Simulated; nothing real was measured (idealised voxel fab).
process module | voxel transistor to metal
cross-section cut | 300 nm wide | cells 5 nm
A cross-section is a grid of square cells, given in bands from the top down. A band is one or more rows of cells.
Each band's line starts with the height of the band's top and of its bottom, in nm. Then come its materials from left to right, each with its width in nm. One material with "throughout" fills the band from edge to edge. "air" is empty space.
Height 0 is the level under which the wafer as received is all one material. The lowest band goes on downwards, as in "0 down".
A width such as "30 to 40" changes by the same amount from each row of cells to the next, from the band's top row to its bottom row.
"no change" after a step means that no cell of the cross-section changed.
closed voids: empty space of 8 cells or more with no open way to the top, each as width x height at its distance from the left edge, in nm
after a step's settings: what the simulator itself notes on the step
overlay nm, on a step with a mask: how far to the right of its planned place the mask lay; to the left if negative
plan
1 op RECEIVE | material Si
2 op OXIDIZE | depth nm 5
3 op CONFORMAL_DEP | material SiN | thk nm 15
4 op PATTERN | tone cover | mask id ACTIVE | material resist | width nm 95 | pitch nm 115 | thk nm 20 | overlay nm 0
5 op DIRECTIONAL_ETCH | etch materials SiN | depth nm 15
6 op DIRECTIONAL_ETCH | etch materials SiO2 | depth nm 5
7 op DIRECTIONAL_ETCH | etch materials Si | depth nm 35
8 op STRIP | etch materials resist
9 op FILL_DEP | material SiO2 | thk nm 15
10 op CMP | height nm 15
11 op SELECTIVE_ETCH | etch materials SiO2 | depth nm 10
12 op STRIP | etch materials SiN
13 op SELECTIVE_ETCH | etch materials SiO2 | depth nm 5
14 op OXIDIZE | depth nm 5
15 op DIRECTIONAL_DEP | material polySi | thk nm 20
16 op DIRECTIONAL_DEP | material SiCN | thk nm 10
17 op PATTERN | tone cover | mask id GATE | material resist | width nm 25 | pitch nm 115 | thk nm 15 | overlay nm 0
18 op DIRECTIONAL_ETCH | etch materials SiCN | depth nm 20
19 op DIRECTIONAL_ETCH | etch materials polySi | depth nm 30
20 op STRIP | etch materials resist
21 op CONFORMAL_DEP | material SiN | thk nm 5
22 op DIRECTIONAL_ETCH | etch materials SiN | depth nm 5
23 op DIRECTIONAL_ETCH | etch materials SiO2 | depth nm 5
24 op EPI | material SiGe | thk nm 5
25 op FILL_DEP | material SiO2 | thk nm 10
26 op CMP | height nm 15
27 op STRIP | etch materials polySi
28 op SELECTIVE_ETCH | etch materials SiO2 | depth nm 5
29 op CONFORMAL_DEP | material HfO2 | thk nm 5
30 op CONFORMAL_DEP | material TiN | thk nm 5
31 op FILL_DEP | material W | thk nm 10
32 op CMP | height nm 10
33 op DIRECTIONAL_DEP | material SiO2 | thk nm 10
34 op DIRECTIONAL_DEP | material aC | thk nm 10
35 op PATTERN | tone open | mask id CONTACT | material resist | width nm 15 | thk nm 30 | overlay nm 0
36 op DIRECTIONAL_ETCH | etch materials aC | depth nm 10
37 op STRIP | etch materials resist
38 op DIRECTIONAL_ETCH | etch materials SiO2 | depth nm 25
39 op STRIP | etch materials aC
40 op CONFORMAL_DEP | material TiN | thk nm 5
41 op FILL_DEP | material Ru | thk nm 5
42 op CMP | height nm 20
43 op CONFORMAL_DEP | material SiN | thk nm 5
44 op DIRECTIONAL_DEP | material SiO2 | thk nm 25
45 op MASKED_ETCH | tone open | mask id METAL_1 | width nm 15 | etch materials SiO2 | depth nm 25 | overlay nm 0
46 op MASKED_ETCH | tone open | mask id METAL_1 | width nm 15 | etch materials SiN | depth nm 5 | overlay nm 0
47 op CONFORMAL_DEP | material TiN | thk nm 5
48 op FILL_DEP | material Ru | thk nm 10
49 op CMP | height nm 50
50 op CONFORMAL_DEP | material SiCN | thk nm 5
51 op DIRECTIONAL_DEP | material lowk | thk nm 30
52 op DIRECTIONAL_DEP | material aC | thk nm 10
53 op PATTERN | tone open | mask id METAL_2 | material resist | width nm 15 | pitch nm 115 | thk nm 25 | overlay nm 0
54 op DIRECTIONAL_ETCH | etch materials aC | depth nm 10
55 op STRIP | etch materials resist
56 op DIRECTIONAL_ETCH | etch materials lowk | depth nm 20
57 op STRIP | etch materials aC
58 op DIRECTIONAL_DEP | material aC | thk nm 15
59 op PATTERN | tone open | mask id METAL_2_HOLES | material resist | width nm 15 | pitch nm 115 | thk nm 30 | overlay nm 0
60 op DIRECTIONAL_ETCH | etch materials aC | depth nm 15
61 op STRIP | etch materials resist
62 op DIRECTIONAL_ETCH | etch materials lowk | depth nm 10
63 op DIRECTIONAL_ETCH | etch materials SiCN | depth nm 5
64 op STRIP | etch materials aC
65 op CONFORMAL_DEP | material TiN | thk nm 5
66 op FILL_DEP | material Ru | thk nm 10
67 op CMP | height nm 85
68 op CONFORMAL_DEP | material SiN | thk nm 5
as received, after step 1
  0 down: Si throughout
  closed voids: none
first wafer at the end, as planned
  90 to 85: SiN throughout
  85 to 55: lowk 50 | TiN 5 | Ru 5 | TiN 5 | lowk 100 | TiN 5 | Ru 5 | TiN 5 | lowk 120
  55 to 50: SiCN 50 | TiN 15 | SiCN 100 | TiN 15 | SiCN 120
  50 to 25: SiO2 50 | TiN 5 | Ru 5 | TiN 5 | SiO2 55 | TiN 5 | Ru 5 | TiN 5 | SiO2 30 | TiN 5 | Ru 5 | TiN 5 | SiO2 55 | TiN 5 | Ru 5 | TiN 5 | SiO2 50
  25 to 20: SiN 50 | TiN 15 | SiN 55 | TiN 15 | SiN 30 | TiN 15 | SiN 55 | TiN 15 | SiN 50
  20 to 10: SiO2 50 | TiN 5 | Ru 5 | TiN 5 | SiO2 55 | TiN 5 | Ru 5 | TiN 5 | SiO2 30 | TiN 5 | Ru 5 | TiN 5 | SiO2 55 | TiN 5 | Ru 5 | TiN 5 | SiO2 50
  10 to 0: SiO2 50 | TiN 5 | Ru 5 | TiN 5 | SiO2 10 | SiN 5 | HfO2 5 | TiN 5 | W 5 | TiN 5 | HfO2 5 | SiN 5 | SiO2 10 | TiN 5 | Ru 5 | TiN 5 | SiO2 30 | TiN 5 | Ru 5 | TiN 5 | SiO2 10 | SiN 5 | HfO2 5 | TiN 5 | W 5 | TiN 5 | HfO2 5 | SiN 5 | SiO2 10 | TiN 5 | Ru 5 | TiN 5 | SiO2 50
  0 to -5: SiO2 40 | SiN 5 | SiO2 5 | TiN 15 | SiO2 10 | SiN 5 | HfO2 5 | TiN 15 | HfO2 5 | SiN 5 | SiO2 10 | TiN 15 | SiO2 5 | SiN 5 | SiO2 10 | SiN 5 | SiO2 5 | TiN 15 | SiO2 10 | SiN 5 | HfO2 5 | TiN 15 | HfO2 5 | SiN 5 | SiO2 10 | TiN 15 | SiO2 5 | SiN 5 | SiO2 40
  -5 to -10: SiO2 45 | SiGe 30 | HfO2 35 | SiGe 30 | SiO2 20 | SiGe 30 | HfO2 35 | SiGe 30 | SiO2 45
  -10 to -40: SiO2 45 | Si 95 | SiO2 20 | Si 95 | SiO2 45
  -40 down: Si throughout
  closed voids: none
second wafer at the end: like start, like plan, one mistake
  90 to 85: SiN throughout
  85 to 55: lowk 50 | TiN 5 | Ru 5 | TiN 5 | lowk 100 | TiN 5 | Ru 5 | TiN 5 | lowk 120
  55 to 50: SiCN 50 | TiN 15 | SiCN 100 | TiN 15 | SiCN 120
  50 to 25: SiO2 50 | TiN 5 | Ru 5 | TiN 5 | SiO2 55 | TiN 5 | Ru 5 | TiN 5 | SiO2 30 | TiN 5 | Ru 5 | TiN 5 | SiO2 55 | TiN 5 | Ru 5 | TiN 5 | SiO2 50
  25 to 20: SiN 50 | TiN 15 | SiN 55 | TiN 15 | SiN 30 | TiN 15 | SiN 55 | TiN 15 | SiN 50
  20 to 10: SiO2 50 | TiN 5 | Ru 5 | TiN 5 | SiO2 55 | TiN 5 | Ru 5 | TiN 5 | SiO2 30 | TiN 5 | Ru 5 | TiN 5 | SiO2 55 | TiN 5 | Ru 5 | TiN 5 | SiO2 50
  10 to 5: SiO2 50 | TiN 5 | Ru 5 | TiN 5 | SiO2 10 | SiN 5 | HfO2 5 | TiN 5 | W 5 | TiN 5 | HfO2 5 | SiN 5 | SiO2 10 | TiN 5 | Ru 5 | TiN 5 | SiO2 30 | TiN 5 | Ru 5 | TiN 5 | SiO2 10 | SiN 5 | HfO2 5 | TiN 5 | W 5 | TiN 5 | HfO2 5 | SiN 5 | SiO2 10 | TiN 5 | Ru 5 | TiN 5 | SiO2 50
  5 to 0: SiO2 50 | TiN 5 | Ru 5 | TiN 5 | SiO2 10 | SiN 5 | HfO2 5 | TiN 5 | W 5 | TiN 5 | HfO2 5 | SiN 5 | SiO2 10 | TiN 15 | SiO2 30 | TiN 5 | Ru 5 | TiN 5 | SiO2 10 | SiN 5 | HfO2 5 | TiN 5 | W 5 | TiN 5 | HfO2 5 | SiN 5 | SiO2 10 | TiN 15 | SiO2 50
  0 to -5: SiO2 30 | SiN 5 | SiO2 15 | TiN 15 | SiO2 10 | SiN 5 | HfO2 5 | TiN 15 | HfO2 5 | SiN 5 | SiO2 10 | TiN 10 | SiN 5 | SiO2 10 | SiN 5 | SiO2 15 | TiN 15 | SiO2 10 | SiN 5 | HfO2 5 | TiN 15 | HfO2 5 | SiN 5 | SiO2 10 | TiN 10 | SiN 5 | SiO2 50
  -5 to -10: SiO2 35 | SiGe 40 | HfO2 35 | SiGe 20 | SiO2 20 | SiGe 40 | HfO2 35 | SiGe 20 | SiO2 55
  -10 to -40: SiO2 35 | Si 95 | SiO2 20 | Si 95 | SiO2 55
  -40 down: Si throughout
  closed voids: none
what went wrong: step 4 ran as: op PATTERN | tone cover | mask id ACTIVE | material resist | width nm 95 | pitch nm 115 | thk nm 20 | overlay nm -10
at the end the second wafer has, in cells: 2 fewer of Ru | 2 more of SiO2
